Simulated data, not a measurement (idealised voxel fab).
process module | voxel self aligned contacts
cross-section cut | 185 nm wide | cells 5 nm
A cross-section is a grid of square cells, given in bands from the top down. A band is one or more rows of cells.
Each band's line starts with the height of the band's top and of its bottom, in nm. Then come its materials from left to right, each with its width in nm. One material with "throughout" fills the band from edge to edge. "air" is empty space.
Height 0 is the level under which the wafer as received is all one material. The lowest band goes on downwards, as in "0 down".
A width such as "30 to 40" changes by the same amount from each row of cells to the next, from the band's top row to its bottom row.
"no change" after a step means that no cell of the cross-section changed.
closed voids: empty space of 8 cells or more with no open way to the top, each as width x height at its distance from the left edge, in nm
after a step's settings: what the simulator itself notes on the step
overlay nm, on a step with a mask: how far to the right of its planned place the mask lay; to the left if negative
plan
1 op RECEIVE | material Si
2 op OXIDIZE | depth nm 5
3 op DIRECTIONAL_DEP | material polySi | thk nm 25
4 op DIRECTIONAL_DEP | material SiN | thk nm 20
5 op MASKED_ETCH | tone cover | mask id GATE | width nm 35 | pitch nm 80 | etch materials SiN | depth nm 20 | overlay nm 0
6 op MASKED_ETCH | tone cover | mask id GATE | width nm 35 | pitch nm 80 | etch materials polySi | depth nm 25 | overlay nm 0
7 op CONFORMAL_DEP | material SiN | thk nm 10
8 op DIRECTIONAL_ETCH | etch materials SiN | depth nm 10
9 op FILL_DEP | material SiO2 | thk nm 20
10 op CMP | height nm 55
11 op PATTERN | tone open | mask id CONTACT | material resist | width nm 55 | thk nm 15 | overlay nm 0
12 op DIRECTIONAL_ETCH | etch materials SiO2 | depth nm 60
13 op STRIP | etch materials resist
14 op CONFORMAL_DEP | material TiN | thk nm 5
15 op FILL_DEP | material Ru | thk nm 10
16 op CMP | height nm 55
17 op CONFORMAL_DEP | material SiCN | thk nm 5
as received, after step 1
  0 down: Si throughout
  closed voids: none
a wafer at the end: this start, this plan, one mistake
  60 to 55: SiCN throughout
  55 to 45: SiO2 65 | TiN 5 to 20 | Ru 45 to 15 | TiN 5 to 20 | SiO2 65
  45 to 25: SiO2 25 | SiN 55 | TiN 5 | Ru 15 | TiN 5 | SiN 55 | SiO2 25
  25 to 20: SiO2 80 | TiN 25 | SiO2 80
  20 to 0: polySi throughout
  0 down: Si throughout
  closed voids: none
what went wrong: steps 2 and 3 were swapped
